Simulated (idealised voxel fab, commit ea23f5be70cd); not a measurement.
Module name: voxel capacitor over wiring (process module)
The cross-section shown here is cut; it is 230 nm wide and divided into square cells measuring 5 nm on a side.
When this document writes out a cross-section, it uses a grid of square cells and lists it as bands, beginning at the top and moving down, with a band standing for one or more rows of cells.
The band entry comprises the height of the band's top followed by the height of its bottom, expressed in nm, and subsequently the band's materials from left to right, each stated together with its width in nm. Where a single material is marked with the word "full width", that material fills the band from edge to edge. The word "air" represents empty space.
The reference from which all heights are counted is 0, the level beneath which the as-received wafer is entirely one material; the lowest band, having no lower bound, proceeds downward and is written after the example "0..down".
Read "30->40" as a graded width: first number on top, second number at the bottom, same change between each pair of neighbouring rows.
"no alteration" (step): cross-section cells unchanged, all of them.
The entry "Tabulated closed voids" lists the empty spaces that cover at least 8 cells and have no open path to the top. Each is written as width x height at distance, where the distance is measured from the left edge and all three values are in nm.
Past the settings on a step's line: simulator remark, on that step.
"overlay nm", when on a step's line for a step with a mask, measures how far to the right of its planned place the mask lay; a negative measure means to the left.

PROCESS STEPS (PLANNED)
1) RECEIVE: material Si
2) CONFORMAL_DEP: material SiO2, thk nm 15
3) CONFORMAL_DEP: material SiN, thk nm 5
4) DIRECTIONAL_DEP: material SiO2, thk nm 15
5) MASKED_ETCH: tone open, mask id METAL_1, width nm 20, pitch nm 90, etch materials SiO2, depth nm 15, overlay nm 0
6) MASKED_ETCH: tone open, mask id METAL_1, width nm 20, pitch nm 90, etch materials SiN, depth nm 5, overlay nm 0
7) CONFORMAL_DEP: material TiN, thk nm 5
8) FILL_DEP: material Cu, thk nm 5
9) CMP: height nm 35
10) CONFORMAL_DEP: material SiCN, thk nm 5
11) DIRECTIONAL_DEP: material SiO2, thk nm 15
12) MASKED_ETCH: tone open, mask id PLUG_1, width nm 15, etch materials SiO2, depth nm 15, overlay nm 0
13) MASKED_ETCH: tone open, mask id PLUG_1, width nm 15, etch materials SiCN, depth nm 5, overlay nm 0
14) CONFORMAL_DEP: material TiN, thk nm 5
15) FILL_DEP: material Ru, thk nm 5
16) CMP: height nm 55
17) DIRECTIONAL_DEP: material TiN, thk nm 10
18) DIRECTIONAL_DEP: material HfO2, thk nm 5
19) DIRECTIONAL_DEP: material TiN, thk nm 10
20) MASKED_ETCH: tone cover, mask id UPPER_PLATE, width nm 75, etch materials TiN, depth nm 10, overlay nm 0
21) MASKED_ETCH: tone cover, mask id UPPER_PLATE, width nm 75, etch materials HfO2, depth nm 5, overlay nm 0
22) MASKED_ETCH: tone cover, mask id LOWER_PLATE, width nm 85, etch materials TiN, depth nm 10, overlay nm 0
23) FILL_DEP: material SiO2, thk nm 20
24) CMP: height nm 95
25) PATTERN: tone open, mask id PLUG_2, material resist, width nm 15, thk nm 15, overlay nm 0
26) DIRECTIONAL_ETCH: etch materials SiO2, depth nm 15
27) STRIP: etch materials resist
28) CONFORMAL_DEP: material TiN, thk nm 5
29) FILL_DEP: material W, thk nm 5
30) CMP: height nm 95
31) CONFORMAL_DEP: material SiN, thk nm 5

WAFER AT RECEIPT (POST STEP 1), CROSS-SECTION
> 0..down  Si full width
> Tabulated closed voids: none

FIGURE: CROSS-SECTIONAL VIEW OF THE WAFER UPON COMPLETION OF THE MODULE, PROCESSED FROM THE INITIAL STATE AND ACCORDING TO THE PLAN DEPICTED ABOVE, WITH ONE ERROR INTRODUCED DURING EXECUTION
> 100..95  SiN full width
> 95..85  SiO2: 75, TiN: 5, W: 5, TiN: 5, SiO2: 140
> 85..80  SiO2: 75, TiN: 15, SiO2: 140
> 80..70  SiO2: 65, TiN: 75, SiO2: 90
> 70..65  SiO2: 65, HfO2: 75, SiO2: 90
> 65..55  SiO2: 60, TiN: 85, SiO2: 85
> 55..40  SiO2: 65, TiN: 5, Ru: 5, TiN: 5, SiO2: 150
> 40..35  SiCN: 65, TiN: 15, SiCN: 150
> 35..25  SiO2: 65, TiN: 5, Cu: 10, TiN: 5, SiO2: 70, TiN: 5, Cu: 10, TiN: 5, SiO2: 55
> 25..20  SiO2: 65, TiN: 5, Cu: 5, TiN: 10, SiO2: 70, TiN: 5, Cu: 5, TiN: 10, SiO2: 55
> 20..15  SiN: 65, TiN: 15, SiN: 75, TiN: 15, SiN: 60
> 15..0  SiO2 full width
> 0..down  Si full width
> Tabulated closed voids: none
Processing error: step 5 changed vs plan, executed as MASKED_ETCH: tone open, mask id METAL_1, width nm 20, pitch nm 90, etch materials SiO2, depth nm 15, overlay nm 5
